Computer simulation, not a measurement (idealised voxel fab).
You're looking at the process module voxel capacitor over wiring.
In the cross-section labelled cut, the width is 265 nm and each square cell is 5 nm.
In what follows, cross-sections appear as grids of square cells, described through bands that run from the top down, where every band is one or more rows of cells. For a band, the entry starts with two heights in nm, that of the top and then that of the bottom, and carries on with the band's materials in order from left to right, each alongside its width in nm; the word "everywhere" beside a single material means it fills the band edge to edge, and "empty" means empty space. Below 0: as-received wafer, all one material; heights counted from there. Lowest band: no bottom, goes on down, written "0 down". When a width is written as two numbers, as in "30..40", the first number is the width in the top row of cells of the band and the second is the width in its bottom row, and the width changes by the same amount from each row to the next. Any step labelled "nothing was modified" changed none of the cells in the cross-section. Heads up: "Voids lacking openings" only lists the empty pockets with no open path to the top that are 8 cells or more, and it writes them as width x height at distance, distance from the left edge, in nm. The remark found on a step's line after its settings is issued by the simulator itself and pertains to that step. The line of a step may include "overlay nm". On a step with a mask, this value is how far to the right of its planned place the mask lay. A negative value means the mask lay to the left.

## Process steps (planned)
1: RECEIVE, material Si
2: CONFORMAL_DEP, material SiO2, thk nm 15
3: CONFORMAL_DEP, material SiN, thk nm 5
4: DIRECTIONAL_DEP, material lowk, thk nm 25
5: PATTERN, tone open, mask id METAL_1, material resist, width nm 30, pitch nm 85, thk nm 15, overlay nm 0
6: DIRECTIONAL_ETCH, etch materials lowk, depth nm 25
7: DIRECTIONAL_ETCH, etch materials SiN, depth nm 5
8: STRIP, etch materials resist
9: CONFORMAL_DEP, material TiN, thk nm 5
10: FILL_DEP, material W, thk nm 10
11: CMP, height nm 45
12: EPI, material Ru, thk nm 5
13: FILL_DEP, material SiCN, thk nm 5
14: DIRECTIONAL_DEP, material lowk, thk nm 20
15: MASKED_ETCH, tone open, mask id PLUG_1, width nm 15, etch materials lowk, depth nm 20, overlay nm 0
16: MASKED_ETCH, tone open, mask id PLUG_1, width nm 15, etch materials SiCN, depth nm 5, overlay nm 0
17: CONFORMAL_DEP, material TiN, thk nm 5
18: FILL_DEP, material Cu, thk nm 5
19: CMP, height nm 75
20: DIRECTIONAL_DEP, material TiN, thk nm 10
21: DIRECTIONAL_DEP, material HfO2, thk nm 5
22: DIRECTIONAL_DEP, material TiN, thk nm 5
23: DIRECTIONAL_DEP, material aC, thk nm 15
24: PATTERN, tone cover, mask id UPPER_PLATE, material resist, width nm 60, thk nm 35, overlay nm 0
25: DIRECTIONAL_ETCH, etch materials aC, depth nm 15
26: STRIP, etch materials resist
27: DIRECTIONAL_ETCH, etch materials TiN, depth nm 5
28: DIRECTIONAL_ETCH, etch materials HfO2, depth nm 5
29: STRIP, etch materials aC
30: MASKED_ETCH, tone cover, mask id LOWER_PLATE, width nm 70, etch materials TiN, depth nm 10, overlay nm 0
31: FILL_DEP, material SiO2, thk nm 15
32: CMP, height nm 105
33: PATTERN, tone open, mask id PLUG_2, material resist, width nm 15, thk nm 15, overlay nm 0
34: DIRECTIONAL_ETCH, etch materials SiO2, depth nm 10
35: STRIP, etch materials resist
36: CONFORMAL_DEP, material TiN, thk nm 5
37: FILL_DEP, material Ru, thk nm 5
38: CMP, height nm 105
39: CONFORMAL_DEP, material SiCN, thk nm 5

## Delivered wafer in cross-section: state after step 1
    0 down | Si everywhere
    Voids lacking openings: none

## Looking at the first of two wafers in cross-section at end of module - ran to plan
    110 to 105 | SiCN everywhere
    105 to 100 | SiO2 (100); TiN (5); Ru (5); TiN (5); SiO2 (150)
    100 to 90 | SiO2 (100..90); TiN (15..60); SiO2 (150..115)
    90 to 85 | SiO2 (90); HfO2 (60); SiO2 (115)
    85 to 75 | SiO2 (85); TiN (70); SiO2 (110)
    75 to 55 | lowk (90); TiN (5); Cu (5); TiN (5); lowk (160)
    55 to 50 | SiCN (90); TiN (15); SiCN (160)
    50 to 45 | SiCN (70); Ru (40); SiCN (45); Ru (40); SiCN (70)
    45 to 20 | lowk (75); TiN (5); W (20); TiN (5); lowk (55); TiN (5); W (20); TiN (5); lowk (75)
    20 to 15 | SiN (75); TiN (30); SiN (55); TiN (30); SiN (75)
    15 to 0 | SiO2 everywhere
    0 down | Si everywhere
    Voids lacking openings: none

## Second wafer of the two, sectioned at the end of the module. It began like the first and followed the same plan, but one mistake was made while running it
    110 to 105 | SiCN everywhere
    105 to 100 | SiO2 (100); TiN (5); Ru (5); TiN (5); SiO2 (150)
    100 to 90 | SiO2 (100..90); TiN (15..60); SiO2 (150..115)
    90 to 85 | SiO2 (90); HfO2 (60); SiO2 (115)
    85 to 75 | SiO2 (85); TiN (70); SiO2 (110)
    75 to 55 | lowk (90); TiN (5); Cu (5); TiN (5); lowk (160)
    55 to 50 | SiCN (90); TiN (15); SiCN (160)
    50 to 45 | SiCN (70); Ru (40); SiCN (45); Ru (40); SiCN (70)
    45 to 40 | SiN (75); TiN (30); SiN (55); TiN (30); SiN (75)
    40 to 15 | lowk everywhere
    15 to 0 | SiO2 everywhere
    0 down | Si everywhere
    Voids lacking openings: none
Here's what went sideways: steps 3 and 4 were swapped
The closing comparison, in cells, has the second wafer with more or fewer of some materials than the first: 20 fewer of TiN | 40 fewer of W | 60 more of lowk
